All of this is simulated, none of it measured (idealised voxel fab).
Process module in this document: voxel fin reveal
Xsec cut, 190 nm wide, square cell size 5 nm.
Cross-section spec: square-cell grid; bands listed top down; each band is one or more rows. Basically the band line says how high the top is and how high the bottom is, in nm, and then what's in it from left to right, every material with its width in nm. Empty space shows up as "empty", and if a single material carries "edge to edge" it runs the full band edge to edge. The reference from which all heights are counted is 0, the level beneath which the as-received wafer is entirely one material; the lowest band, having no lower bound, proceeds downward and is written after the example "0..down". You'd read "30->40" like this: the band's top row of cells is as wide as the first number, its bottom row is as wide as the second, and going down, every row changes width by the same amount as the row before did. The cross-section has no changed cell in any step marked "no modifications". Entry "Voids, enclosed". Content: empty spaces with no open connection to the top, size 8 cells or greater. Each: width x height at distance. Distance: from left edge. Unit: nm. Post-settings text on a step line: simulator's own remark regarding the step. "overlay nm" on a masked step: distance the mask lay right of its planned place, negative for left.

THESE ARE THE STEPS WE PLANNED FOR THE PROCESS
1) RECEIVE,material Si
2) CONFORMAL_DEP,material SiN,thk nm 10
3) DIRECTIONAL_DEP,material aC,thk nm 10
4) PATTERN,tone cover,mask id FINS,material resist,width nm 15,pitch nm 40,thk nm 25,overlay nm 0
5) DIRECTIONAL_ETCH,etch materials aC,depth nm 10
6) STRIP,etch materials resist
7) DIRECTIONAL_ETCH,etch materials SiN,depth nm 10
8) DIRECTIONAL_ETCH,etch materials Si,depth nm 30
9) STRIP,etch materials aC
10) FILL_DEP,material SiO2,thk nm 10
11) CMP,height nm 10
12) SELECTIVE_ETCH,etch materials SiO2,depth nm 10
13) STRIP,etch materials SiN
14) CONFORMAL_DEP,material SiO2,thk nm 5
Quick note for whoever runs this: the wafers start identical, but the depth nm at step 12 isn't the same across them. The plan just shows what the first wafer had.

AS-RECEIVED STATE AFTER STEP 1, FIRST OF SEVERAL WAFERS, CROSS-SECTION
  0..down = Si edge to edge
  Voids, enclosed: none

POST STEP 14, THE CLOSING STEP OF THE MODULE: FIRST OF SEVERAL WAFERS, CROSS-SECTIONED
  5..0 = SiO2 edge to edge
  0..-30 = 65 of SiO2; 15 of Si; 25 of SiO2; 15 of Si; 70 of SiO2
  -30..down = Si edge to edge
  Voids, enclosed: none

THE MODULE'S END: A CROSS-SECTION OF THE LAST WAFER
  5..0 = 60 of empty; 25 of SiO2; 15 of empty; 25 of SiO2; 65 of empty
  0..-20 = 60 of empty; 5 of SiO2; 15 of Si; 5 of SiO2; 15 of empty; 5 of SiO2; 15 of Si; 5 of SiO2; 65 of empty
  -20..-30 = 65 of SiO2; 15 of Si; 25 of SiO2; 15 of Si; 70 of SiO2
  -30..down = Si edge to edge
  Voids, enclosed: none

PER WAFER, END OF MODULE: CELLS GAINED (+) OR LOST (-) PER MATERIAL SINCE RECEIPT, THEN CLOSED VOIDS
depth nm 10 | -192 Si | +230 SiO2 | Voids, enclosed: none
depth nm 15 | -192 Si | +202 SiO2 | Voids, enclosed: none
depth nm 20 | -192 Si | +174 SiO2 | Voids, enclosed: none
depth nm 25 | -192 Si | +146 SiO2 | Voids, enclosed: none
depth nm 30 | -192 Si | +118 SiO2 | Voids, enclosed: none
depth nm 35 | -192 Si | +90 SiO2 | Voids, enclosed: none
